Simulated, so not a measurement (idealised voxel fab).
The following is a process module called voxel self aligned vias.
The cross-section shown here is cut; it is 155 nm wide and divided into square cells measuring 5 nm on a side.
Cross-section layout: square cells on a grid; listed as bands, top to bottom; a band spans one or more cell rows. Band entry format. Leading values: height of top, height of bottom, nm. Remainder: materials in left-to-right order, each with its width in nm. Special words: "edge to edge" on a single material, which then fills the band edge to edge; "blank", empty space. A quick word on heights: they are counted from 0, and under that level the wafer as it came to us is one material throughout. The lowest band is different from the rest in having no bottom; it simply continues downward, written as in "0..down". Graded width ("30..40"): value in top row of band = first number; value in bottom row = second number; row-to-row change constant. "everything unchanged" for a step: no cell of the cross-section changed in that step. Fully sealed cavities: empty space of 8 cells or more with no open way to the top, each as width x height at its distance from the left edge, in nm. On a step's line, text after the settings is the simulator commenting on that step. Among the settings permitted on a step's line is "overlay nm"; applied to a step with a mask, it specifies the extent to which the mask lay to the right of its planned position, whereas a negative figure signifies a position to the left.

**Process steps foreseen in the plan**
| 1 | RECEIVE,material Si |
| 2 | CONFORMAL_DEP,material SiO2,thk nm 15 |
| 3 | CONFORMAL_DEP,material SiCN,thk nm 5 |
| 4 | DIRECTIONAL_DEP,material lowk,thk nm 30 |
| 5 | MASKED_ETCH,tone open,mask id LINES,width nm 30,pitch nm 60,etch materials lowk,depth nm 30,overlay nm 0 |
| 6 | CONFORMAL_DEP,material TiN,thk nm 5 |
| 7 | FILL_DEP,material W,thk nm 5 |
| 8 | CMP,height nm 50 |
| 9 | SELECTIVE_ETCH,etch materials W Ru TiN,depth nm 5 |
| 10 | FILL_DEP,material SiN,thk nm 10 |
| 11 | CMP,height nm 50 |
| 12 | DIRECTIONAL_DEP,material lowk,thk nm 20 |
| 13 | DIRECTIONAL_DEP,material aC,thk nm 10 |
| 14 | PATTERN,tone open,mask id VIAS,material resist,width nm 40,pitch nm 60,thk nm 25,overlay nm -10 |
| 15 | DIRECTIONAL_ETCH,etch materials aC,depth nm 10 |
| 16 | STRIP,etch materials resist |
| 17 | DIRECTIONAL_ETCH,etch materials lowk,depth nm 20 |
| 18 | DIRECTIONAL_ETCH,etch materials SiN,depth nm 5 |
| 19 | STRIP,etch materials aC |
| 20 | CONFORMAL_DEP,material TiN,thk nm 5 |
| 21 | FILL_DEP,material Ru,thk nm 5 |
| 22 | CMP,height nm 70 |
| 23 | CONFORMAL_DEP,material SiN,thk nm 5 |
Variable across wafers: step 14 overlay nm (plan value is that of the first wafer; starting state common to all).

**Received wafers, first of several: cross-section after step 1**
  0..down | Si edge to edge
  Fully sealed cavities: none

**Once step 23, the last step, is complete, the module is at its end; this is the cross-section of the first of several wafers**
  75..70 | SiN edge to edge
  70..55 | lowk: 15; TiN: 5; Ru: 30; TiN: 5; lowk: 20; TiN: 5; Ru: 30; TiN: 5; lowk: 40
  55..50 | lowk: 15; TiN: 20; Ru: 15; TiN: 5; lowk: 20; TiN: 20; Ru: 15; TiN: 5; lowk: 40
  50..45 | lowk: 30; TiN: 25; SiN: 5; lowk: 30; TiN: 25; SiN: 5; lowk: 35
  45..25 | lowk: 30; TiN: 5; W: 20; TiN: 5; lowk: 30; TiN: 5; W: 20; TiN: 5; lowk: 35
  25..20 | lowk: 30; TiN: 30; lowk: 30; TiN: 30; lowk: 35
  20..15 | SiCN edge to edge
  15..0 | SiO2 edge to edge
  0..down | Si edge to edge
  Fully sealed cavities: none

**End of module: cross-section, last of several wafers**
  75..70 | SiN edge to edge
  70..55 | lowk: 40; TiN: 5; Ru: 30; TiN: 5; lowk: 20; TiN: 5; Ru: 30; TiN: 5; lowk: 15
  55..50 | lowk: 40; TiN: 5; Ru: 10; TiN: 25; lowk: 20; TiN: 5; Ru: 10; TiN: 25; lowk: 15
  50..45 | lowk: 30; SiN: 10; TiN: 20; lowk: 30; SiN: 10; TiN: 20; lowk: 35
  45..25 | lowk: 30; TiN: 5; W: 20; TiN: 5; lowk: 30; TiN: 5; W: 20; TiN: 5; lowk: 35
  25..20 | lowk: 30; TiN: 30; lowk: 30; TiN: 30; lowk: 35
  20..15 | SiCN edge to edge
  15..0 | SiO2 edge to edge
  0..down | Si edge to edge
  Fully sealed cavities: none

**Below is a per-wafer table. In it, each row describes the wafer at the end of the module by giving, for each material, the number of cells gained (+) or lost (-) since the wafer was received, and after that the closed voids of the wafer**
overlay nm -10 | +42 Ru | +31 SiCN | +33 SiN | +93 SiO2 | +60 TiN | +32 W | +174 lowk | Fully sealed cavities: none
overlay nm -5 | +44 Ru | +31 SiCN | +31 SiN | +93 SiO2 | +60 TiN | +32 W | +174 lowk | Fully sealed cavities: none
overlay nm 0 | +44 Ru | +31 SiCN | +31 SiN | +93 SiO2 | +60 TiN | +32 W | +174 lowk | Fully sealed cavities: none
overlay nm 5 | +44 Ru | +31 SiCN | +31 SiN | +93 SiO2 | +60 TiN | +32 W | +174 lowk | Fully sealed cavities: none
overlay nm 10 | +42 Ru | +31 SiCN | +33 SiN | +93 SiO2 | +60 TiN | +32 W | +174 lowk | Fully sealed cavities: none
overlay nm 15 | +40 Ru | +31 SiCN | +35 SiN | +93 SiO2 | +60 TiN | +32 W | +174 lowk | Fully sealed cavities: none
